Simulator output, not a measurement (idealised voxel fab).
The following is a process module called voxel released beams.
The cross-section on display is named cut; it measures 250 nm wide, and its cells are 5 nm squares.
In this document a cross-section is written as a grid of square cells. It is given as a series of bands, listed from the top down, and a band is one or more rows of cells. Band entry format. Leading values: height of top, height of bottom, nm. Remainder: materials in left-to-right order, each with its width in nm. Special words: "full width" on a single material, which then fills the band edge to edge; "empty", empty space. Height is counted from the level 0, under which the received wafer is composed throughout of one material. The lowest of the bands is not closed at the bottom but continues downward, in the notation "z 0 and below". Width: "30..40" (first number = top row, second number = bottom row, same change from row to row of cells). "no modification" for a step: no cell of the cross-section changed in that step. Entry "Catalogued sealed voids" = empty spaces >= 8 cells with no open way to the top; each as width x height at distance, distance from left edge, all nm. The remark found on a step's line after its settings is issued by the simulator itself and pertains to that step. You can add "overlay nm" to a step's line. For a step with a mask, it describes how far the mask lay to the right of its planned position, and a negative number describes a lay to the left.
Below is the list of planned process steps:
1) RECEIVE with material Si
2) CONFORMAL_DEP with material Al2O3, thk nm 10
3) DIRECTIONAL_DEP with material SiO2, thk nm 15
4) DIRECTIONAL_DEP with material aC, thk nm 15
5) PATTERN with tone open, mask id ANCHOR, material resist, width nm 35, thk nm 35, overlay nm 0
6) DIRECTIONAL_ETCH with etch materials aC, depth nm 15
7) STRIP with etch materials resist
8) DIRECTIONAL_ETCH with etch materials SiO2, depth nm 15
9) STRIP with etch materials aC
10) CONFORMAL_DEP with material W, thk nm 10
11) DIRECTIONAL_DEP with material aC, thk nm 10
12) PATTERN with tone cover, mask id BEAM, material resist, width nm 95, thk nm 25, overlay nm 0
13) DIRECTIONAL_ETCH with etch materials aC, depth nm 10
14) STRIP with etch materials resist
15) DIRECTIONAL_ETCH with etch materials W, depth nm 10
16) STRIP with etch materials aC
17) STRIP with etch materials SiO2
Account of the first of two wafers, which was processed as intended:
Cross-section of the wafer as it came to us, i.e., already through step 1:
z 0 and below  Si full width
Catalogued sealed voids: none
Wafer section view after processing step 2:
z 10 to 0  Al2O3 full width
No changes below 0.
Wafer section view after processing step 3:
z 25 to 10  SiO2 full width
No changes below 10.
Wafer section view after processing step 4:
z 40 to 25  aC full width
No changes below 25.
Wafer section view after processing step 5:
z 75 to 40  resist: 80; empty: 35; resist: 135
No changes below 40.
Wafer section view after processing step 6:
z 60 to 40  resist: 80; empty: 35; resist: 135
z 40 to 25  aC: 80; empty: 35; aC: 135
No changes below 25.
Wafer section view after processing step 7:
z 40 to 25  aC: 80; empty: 35; aC: 135
No changes below 25.
Wafer section view after processing step 8:
z 40 to 25  aC: 80; empty: 35; aC: 135
z 25 to 10  SiO2: 80; empty: 35; SiO2: 135
No changes below 10.
Wafer section view after processing step 9:
z 25 to 10  SiO2: 80; empty: 35; SiO2: 135
No changes below 10.
Wafer section view after processing step 10:
z 35 to 25  W: 90; empty: 15; W: 145
z 25 to 20  SiO2: 80; W: 10; empty: 15; W: 10; SiO2: 135
z 20 to 10  SiO2: 80; W: 35; SiO2: 135
No changes below 10.
Wafer section view after processing step 11:
z 45 to 35  aC: 90; empty: 15; aC: 145
z 35 to 30  W: 90; empty: 15; W: 145
z 30 to 25  W: 90; aC: 15; W: 145
z 25 to 20  SiO2: 80; W: 10; aC: 15; W: 10; SiO2: 135
No changes below 20.
Wafer section view after processing step 12:
z 70 to 45  empty: 75; resist: 95; empty: 80
z 45 to 35  aC: 90; resist: 15; aC: 145
z 35 to 30  W: 90; resist: 15; W: 145
No changes below 30.
Wafer section view after processing step 13:
z 60 to 45  empty: 75; resist: 95; empty: 80
z 45 to 35  empty: 75; aC: 15; resist: 15; aC: 65; empty: 80
No changes below 35.
Wafer section view after processing step 14:
z 45 to 35  empty: 75; aC: 15; empty: 15; aC: 65; empty: 80
z 35 to 30  W: 90; empty: 15; W: 145
No changes below 30.
Wafer section view after processing step 15:
z 45 to 35  empty: 75; aC: 15; empty: 15; aC: 65; empty: 80
z 35 to 30  empty: 75; W: 15; empty: 15; W: 65; empty: 80
z 30 to 25  empty: 75; W: 15; aC: 15; W: 65; empty: 80
No changes below 25.
Wafer section view after processing step 16:
z 35 to 25  empty: 75; W: 15; empty: 15; W: 65; empty: 80
z 25 to 20  SiO2: 80; W: 10; empty: 15; W: 10; SiO2: 135
No changes below 20.
Wafer section view after processing step 17:
z 35 to 25  empty: 75; W: 15; empty: 15; W: 65; empty: 80
z 25 to 20  empty: 80; W: 10; empty: 15; W: 10; empty: 135
z 20 to 10  empty: 80; W: 35; empty: 135
No changes below 10.
Second wafer, same starting state and plan as the first, one mistake in the run, identical through step 5:
Second wafer, cut view, end of step 6 per plan:
z 45 to 40  resist: 80; empty: 35; resist: 135
z 40 to 25  aC: 80; empty: 35; aC: 135
No changes below 25.
Second wafer, cut view, end of step 7 per plan:
z 40 to 25  aC: 80; empty: 35; aC: 135
No changes below 25.
Second wafer, cut view, end of step 8 per plan:
z 40 to 25  aC: 80; empty: 35; aC: 135
z 25 to 10  SiO2: 80; empty: 35; SiO2: 135
No changes below 10.
Second wafer, cut view, end of step 9 per plan:
z 25 to 10  SiO2: 80; empty: 35; SiO2: 135
No changes below 10.
Second wafer, cut view, end of step 10 per plan:
z 35 to 25  W: 90; empty: 15; W: 145
z 25 to 20  SiO2: 80; W: 10; empty: 15; W: 10; SiO2: 135
z 20 to 10  SiO2: 80; W: 35; SiO2: 135
No changes below 10.
Second wafer, cut view, end of step 11 per plan:
z 45 to 35  aC: 90; empty: 15; aC: 145
z 35 to 30  W: 90; empty: 15; W: 145
z 30 to 25  W: 90; aC: 15; W: 145
z 25 to 20  SiO2: 80; W: 10; aC: 15; W: 10; SiO2: 135
No changes below 20.
Second wafer, cut view, end of step 12 per plan:
z 70 to 45  empty: 75; resist: 95; empty: 80
z 45 to 35  aC: 90; resist: 15; aC: 145
z 35 to 30  W: 90; resist: 15; W: 145
No changes below 30.
Second wafer, cut view, end of step 13 per plan:
z 60 to 45  empty: 75; resist: 95; empty: 80
z 45 to 35  empty: 75; aC: 15; resist: 15; aC: 65; empty: 80
No changes below 35.
Second wafer, cut view, end of step 14 per plan:
z 45 to 35  empty: 75; aC: 15; empty: 15; aC: 65; empty: 80
z 35 to 30  W: 90; empty: 15; W: 145
No changes below 30.
Second wafer, cut view, end of step 15 per plan:
z 45 to 35  empty: 75; aC: 15; empty: 15; aC: 65; empty: 80
z 35 to 30  empty: 75; W: 15; empty: 15; W: 65; empty: 80
z 30 to 25  empty: 75; W: 15; aC: 15; W: 65; empty: 80
No changes below 25.
Second wafer, cut view, end of step 16 per plan:
z 35 to 25  empty: 75; W: 15; empty: 15; W: 65; empty: 80
z 25 to 20  SiO2: 80; W: 10; empty: 15; W: 10; SiO2: 135
No changes below 20.
Second wafer, cut view, end of step 17 per plan:
z 35 to 25  empty: 75; W: 15; empty: 15; W: 65; empty: 80
z 25 to 20  empty: 80; W: 10; empty: 15; W: 10; empty: 135
z 20 to 10  empty: 80; W: 35; empty: 135
No changes below 10.
It is concluded that the wafer was processed incorrectly with respect to the plan, in that the plan's step 6 ran twice
The two wafers come out with the same cross-section, meaning that, for this model, the mistake has no consequence in the computed result.
